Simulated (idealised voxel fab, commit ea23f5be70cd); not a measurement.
Process module name: voxel spacer lines
Section shown: cut. Width: 225 nm. Cell size: 5 nm, square.
Cross-section = grid of square cells, listed top down in bands; band = one or more rows. Quick guide to a band line: top height, bottom height (nm) up front; then every material left to right with its width in nm. Only one material and it's marked "everywhere"? Then it fills the band edge to edge. And "empty" just means empty space. Convention: height 0 is the level below which the wafer, as received, is all one material. The lowest band does not terminate at the bottom but continues downward, represented as "0 -> down". Width spec "30->40" -> top row of cells at first value, bottom row at second value, equal per-row change in between. You'll sometimes find "remains unaltered" written for a step, and that's the way of saying that nowhere in the cross-section did a cell change during that step. Any empty space of 8 cells or more lacking an open way to the top shows up in "Trapped voids" as width x height at distance, distance from the left edge, in nm. after a step's settings: what the simulator itself notes on the step. A step line may carry the setting "overlay nm", which, for steps involving a mask, states the distance by which the mask lay to the right of its intended position; negative values denote displacement to the left.
**Set out below are the planned steps of the process**
1,op RECEIVE | material Si
2,op CONFORMAL_DEP | material Al2O3 | thk nm 10
3,op DIRECTIONAL_DEP | material TiN | thk nm 10
4,op DIRECTIONAL_DEP | material aC | thk nm 25
5,op PATTERN | tone cover | mask id MANDREL | material resist | width nm 25 | pitch nm 70 | thk nm 35 | overlay nm 0
6,op DIRECTIONAL_ETCH | etch materials aC | depth nm 25
7,op STRIP | etch materials resist
8,op CONFORMAL_DEP | material SiO2 | thk nm 10
9,op DIRECTIONAL_ETCH | etch materials SiO2 | depth nm 10
10,op STRIP | etch materials aC
11,op DIRECTIONAL_ETCH | etch materials TiN | depth nm 10
12,op STRIP | etch materials SiO2
13,op FILL_DEP | material lowk | thk nm 10
14,op CMP | height nm 20
**Cross-sectional view of the wafer in its as-received condition, corresponding to the state after step 1**
	0 -> down  Si everywhere
	Trapped voids: none
**First of two wafers, end-of-module section, run followed plan**
	20 -> 10  lowk: 20  TiN: 10  lowk: 25  TiN: 10  lowk: 25  TiN: 10  lowk: 25  TiN: 10  lowk: 25  TiN: 10  lowk: 25  TiN: 10  lowk: 20
	10 -> 0  Al2O3 everywhere
	0 -> down  Si everywhere
	Trapped voids: none
**This is the second of the two wafers, cross-sectioned at the end of the module; it started exactly like the first and was given the same plan, but it was run with one mistake**
	20 -> 15  lowk everywhere
	15 -> 5  lowk: 20  TiN: 10  lowk: 25  TiN: 10  lowk: 25  TiN: 10  lowk: 25  TiN: 10  lowk: 25  TiN: 10  lowk: 25  TiN: 10  lowk: 20
	5 -> 0  Al2O3 everywhere
	0 -> down  Si everywhere
	Trapped voids: none
What broke from the plan during processing? it should be noted that step 2 was executed with settings other than those planned, the operation and settings actually applied being op CONFORMAL_DEP | material Al2O3 | thk nm 5
Once processing is complete, comparing cell counts shows that the second wafer has more or fewer of certain materials than the first: Al2O3 -45; lowk +45
